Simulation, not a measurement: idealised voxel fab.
process module | voxel self aligned contacts
cross-section cut | 300 nm wide | cells 5 nm
A cross-section is a grid of square cells, given in bands from the top down. A band is one or more rows of cells.
Each band's line starts with the height of the band's top and of its bottom, in nm. Then come its materials from left to right, each with its width in nm. One material with "throughout" fills the band from edge to edge. "air" is empty space.
Height 0 is the level under which the wafer as received is all one material. The lowest band goes on downwards, as in "0 down".
A width such as "30 to 40" changes by the same amount from each row of cells to the next, from the band's top row to its bottom row.
"no change" after a step means that no cell of the cross-section changed.
closed voids: empty space of 8 cells or more with no open way to the top, each as width x height at its distance from the left edge, in nm
after a step's settings: what the simulator itself notes on the step
overlay nm, on a step with a mask: how far to the right of its planned place the mask lay; to the left if negative
plan
1 op RECEIVE | material Si
2 op OXIDIZE | depth nm 5
3 op DIRECTIONAL_DEP | material polySi | thk nm 25
4 op DIRECTIONAL_DEP | material SiN | thk nm 25
5 op PATTERN | tone cover | mask id GATE | material resist | width nm 25 | pitch nm 65 | thk nm 15 | overlay nm 0
6 op DIRECTIONAL_ETCH | etch materials SiN | depth nm 25
7 op DIRECTIONAL_ETCH | etch materials polySi | depth nm 25
8 op STRIP | etch materials resist
9 op CONFORMAL_DEP | material SiN | thk nm 10
10 op DIRECTIONAL_ETCH | etch materials SiN | depth nm 10
11 op FILL_DEP | material SiO2 | thk nm 15
12 op CMP | height nm 60
13 op MASKED_ETCH | tone open | mask id CONTACT | width nm 50 | etch materials SiO2 | depth nm 65 | overlay nm 0
14 op CONFORMAL_DEP | material TiN | thk nm 5
15 op FILL_DEP | material Ru | thk nm 5
16 op CMP | height nm 60
17 op CONFORMAL_DEP | material SiCN | thk nm 5
as received, after step 1
  0 down: Si throughout
  closed voids: none
a wafer at the end: this start, this plan, one mistake
  65 to 60: SiCN throughout
  60 to 55: SiO2 125 | TiN 5 | Ru 40 | TiN 5 | SiO2 125
  55 to 50: SiO2 125 | TiN 50 | SiO2 125
  50 to 25: SiO2 90 | SiN 55 | TiN 10 | SiN 55 | SiO2 90
  25 to 0: SiO2 90 | SiN 10 | polySi 35 | SiN 10 | TiN 10 | SiN 10 | polySi 35 | SiN 10 | SiO2 90
  0 to -5: SiO2 145 | TiN 10 | SiO2 145
  -5 down: Si throughout
  closed voids: none
what went wrong: step 5 ran as: op PATTERN | tone cover | mask id GATE | material resist | width nm 35 | pitch nm 65 | thk nm 15 | overlay nm 0
